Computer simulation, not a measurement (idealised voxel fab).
process module | voxel transistor to metal
cross-section cut | 200 nm wide | cells 5 nm
A cross-section is a grid of square cells, given in bands from the top down. A band is one or more rows of cells.
Each band's line starts with the height of the band's top and of its bottom, in nm. Then come its materials from left to right, each with its width in nm. One material with "throughout" fills the band from edge to edge. "air" is empty space.
Height 0 is the level under which the wafer as received is all one material. The lowest band goes on downwards, as in "0 down".
A width such as "30 to 40" changes by the same amount from each row of cells to the next, from the band's top row to its bottom row.
"no change" after a step means that no cell of the cross-section changed.
closed voids: empty space of 8 cells or more with no open way to the top, each as width x height at its distance from the left edge, in nm
after a step's settings: what the simulator itself notes on the step
overlay nm, on a step with a mask: how far to the right of its planned place the mask lay; to the left if negative
plan
1 op RECEIVE | material Si
2 op CONFORMAL_DEP | material SiO2 | thk nm 5
3 op CONFORMAL_DEP | material SiN | thk nm 15
4 op MASKED_ETCH | tone cover | mask id ACTIVE | width nm 110 | etch materials SiN | depth nm 15 | overlay nm 0
5 op MASKED_ETCH | tone cover | mask id ACTIVE | width nm 110 | etch materials SiO2 | depth nm 5 | overlay nm 0
6 op MASKED_ETCH | tone cover | mask id ACTIVE | width nm 110 | etch materials Si | depth nm 30 | overlay nm 0
7 op FILL_DEP | material SiO2 | thk nm 15
8 op CMP | height nm 20
9 op SELECTIVE_ETCH | etch materials SiO2 | depth nm 5
10 op STRIP | etch materials SiN
11 op SELECTIVE_ETCH | etch materials SiO2 | depth nm 5
12 op OXIDIZE | depth nm 5
13 op DIRECTIONAL_DEP | material polySi | thk nm 20
14 op DIRECTIONAL_DEP | material SiCN | thk nm 10
15 op PATTERN | tone cover | mask id GATE | material resist | width nm 20 | thk nm 20 | overlay nm 0
16 op DIRECTIONAL_ETCH | etch materials SiCN | depth nm 20
17 op DIRECTIONAL_ETCH | etch materials polySi | depth nm 30
18 op STRIP | etch materials resist
19 op CONFORMAL_DEP | material SiN | thk nm 5
20 op DIRECTIONAL_ETCH | etch materials SiN | depth nm 5
21 op DIRECTIONAL_ETCH | etch materials SiO2 | depth nm 5
22 op DIRECTIONAL_ETCH | etch materials Si | depth nm 10
23 op EPI | material SiGe | thk nm 10
24 op FILL_DEP | material SiO2 | thk nm 10
25 op CMP | height nm 30
26 op DIRECTIONAL_DEP | material SiO2 | thk nm 10
27 op MASKED_ETCH | tone open | mask id CONTACT | width nm 15 | pitch nm 75 | etch materials SiO2 | depth nm 45 | overlay nm 0
28 op CONFORMAL_DEP | material TiN | thk nm 5
29 op FILL_DEP | material W | thk nm 10
30 op CMP | height nm 40
31 op CONFORMAL_DEP | material SiCN | thk nm 5
32 op DIRECTIONAL_DEP | material lowk | thk nm 20
33 op MASKED_ETCH | tone open | mask id METAL_1 | width nm 15 | pitch nm 75 | etch materials lowk | depth nm 20 | overlay nm 0
34 op MASKED_ETCH | tone open | mask id METAL_1 | width nm 15 | pitch nm 75 | etch materials SiCN | depth nm 5 | overlay nm 0
35 op CONFORMAL_DEP | material TiN | thk nm 5
36 op FILL_DEP | material Cu | thk nm 5
37 op CMP | height nm 65
38 op EPI | material Ru | thk nm 5
39 op FILL_DEP | material SiCN | thk nm 5
as received, after step 1
  0 down: Si throughout
  closed voids: none
a wafer at the end: this start, this plan, one mistake
  75 to 70: SiCN throughout
  70 to 65: SiCN 50 | Ru 25 | SiCN 50 | Ru 25 | SiCN 50
  65 to 45: lowk 55 | TiN 5 | Cu 5 | TiN 5 | lowk 60 | TiN 5 | Cu 5 | TiN 5 | lowk 55
  45 to 40: SiCN 55 | TiN 15 | SiCN 60 | TiN 15 | SiCN 55
  40 to 30: SiO2 55 | TiN 5 | W 5 | TiN 5 | SiO2 60 | TiN 5 | W 5 | TiN 5 | SiO2 55
  30 to 25: SiO2 55 | TiN 5 | W 5 | TiN 5 | SiO2 15 | SiN 5 | SiCN 20 | SiN 5 | SiO2 15 | TiN 5 | W 5 | TiN 5 | SiO2 55
  25 to 10: SiO2 55 | TiN 5 | W 5 | TiN 5 | SiO2 15 | SiN 5 | polySi 20 | SiN 5 | SiO2 15 | TiN 5 | W 5 | TiN 5 | SiO2 55
  10 to 5: SiO2 40 | SiN 5 | SiO2 10 | TiN 15 | SiO2 5 | SiGe 10 | SiN 5 | polySi 20 | SiN 5 | SiGe 10 | SiO2 5 | TiN 15 | SiO2 10 | SiN 5 | SiO2 40
  5 to 0: SiO2 40 | SiN 5 | SiGe 15 | TiN 10 | SiO2 5 | SiGe 10 | SiO2 30 | SiGe 10 | SiO2 5 | TiN 10 | SiGe 15 | SiN 5 | SiO2 40
  0 to -5: SiO2 50 | SiGe 35 | Si 30 | SiGe 35 | SiO2 50
  -5 to -10: SiO2 45 | Si 5 | SiGe 35 | Si 30 | SiGe 35 | Si 5 | SiO2 45
  -10 to -25: SiO2 45 | Si 110 | SiO2 45
  -25 down: Si throughout
  closed voids: none
what went wrong: step 2 ran as: op CONFORMAL_DEP | material polySi | thk nm 5
